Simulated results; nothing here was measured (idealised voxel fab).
This is a process module. Its name is voxel tone inversion.
Cross-sectional view cut (width: 155 nm; square cell size: 5 nm).
In this document a cross-section is written as a grid of square cells. It is given as a series of bands, listed from the top down, and a band is one or more rows of cells.
For a band, the entry starts with two heights in nm, that of the top and then that of the bottom, and carries on with the band's materials in order from left to right, each alongside its width in nm; the word "throughout" beside a single material means it fills the band edge to edge, and "air" means empty space.
Beneath 0, the wafer as received is one material, and that level is where height counting begins. The lowest band goes on downward without a bottom; it is written like "from 0 down".
Think of "30 to 40" as a width that walks from the first number to the second as you go down the band, top row to bottom row, taking equal-sized steps from row to row.
The designation "no alterations made", where it is given for a processing step, indicates that no cell of the cross-section was altered in the course of that step.
"Closed void catalog" - sealed voids, min. 8 cells, no opening to top; format: width x height at distance (distance from left edge; nm throughout).
Text after the settings on a step's line: the simulator's own remark on that step.
The line of a step may include "overlay nm". On a step with a mask, this value is how far to the right of its planned place the mask lay. A negative value means the mask lay to the left.

These are the steps we planned for the process
1,RECEIVE: material Si
2,CONFORMAL_DEP: material SiN, thk nm 5
3,DIRECTIONAL_DEP: material polySi, thk nm 25
4,PATTERN: tone cover, mask id POSTS, material resist, width nm 25, pitch nm 50, thk nm 35, overlay nm 0
5,DIRECTIONAL_ETCH: etch materials polySi, depth nm 25
6,STRIP: etch materials resist
7,FILL_DEP: material lowk, thk nm 5
8,CMP: height nm 30
9,STRIP: etch materials polySi
10,CONFORMAL_DEP: material TiN, thk nm 5
11,FILL_DEP: material Ru, thk nm 10
12,CMP: height nm 30
13,CONFORMAL_DEP: material SiN, thk nm 5

Wafer at receipt (post step 1), cross-section
> from 0 down | Si throughout
> Closed void catalog: none

Post-module cross-section of the first of two wafers (run per plan)
> from 35 to 30 | SiN throughout
> from 30 to 10 | lowk: 15, then TiN: 5, then Ru: 15, then TiN: 5, then lowk: 25, then TiN: 5, then Ru: 15, then TiN: 5, then lowk: 25, then TiN: 5, then Ru: 15, then TiN: 5, then lowk: 15
> from 10 to 5 | lowk: 15, then TiN: 25, then lowk: 25, then TiN: 25, then lowk: 25, then TiN: 25, then lowk: 15
> from 5 to 0 | SiN throughout
> from 0 down | Si throughout
> Closed void catalog: none

Presented here is a cross-section of the second of the two wafers as it stood at the end of the module. It was started in the same manner and assigned the same plan as the first wafer; however, one mistake was made in its execution
> from 35 to 30 | SiN throughout
> from 30 to 20 | lowk: 15, then TiN: 5, then Ru: 15, then TiN: 5, then lowk: 25, then TiN: 5, then Ru: 15, then TiN: 5, then lowk: 25, then TiN: 5, then Ru: 15, then TiN: 5, then lowk: 15
> from 20 to 15 | lowk: 15, then TiN: 25, then lowk: 25, then TiN: 25, then lowk: 25, then TiN: 25, then lowk: 15
> from 15 to 0 | SiN throughout
> from 0 down | Si throughout
> Closed void catalog: none
What broke from the plan during processing? it should be noted that step 2 was executed with settings other than those planned, the operation and settings actually applied being CONFORMAL_DEP: material SiN, thk nm 15
Wafer comparison, final, in cells, second relative to first, materials more or fewer: Ru -18; SiN +62; TiN -12; lowk -32
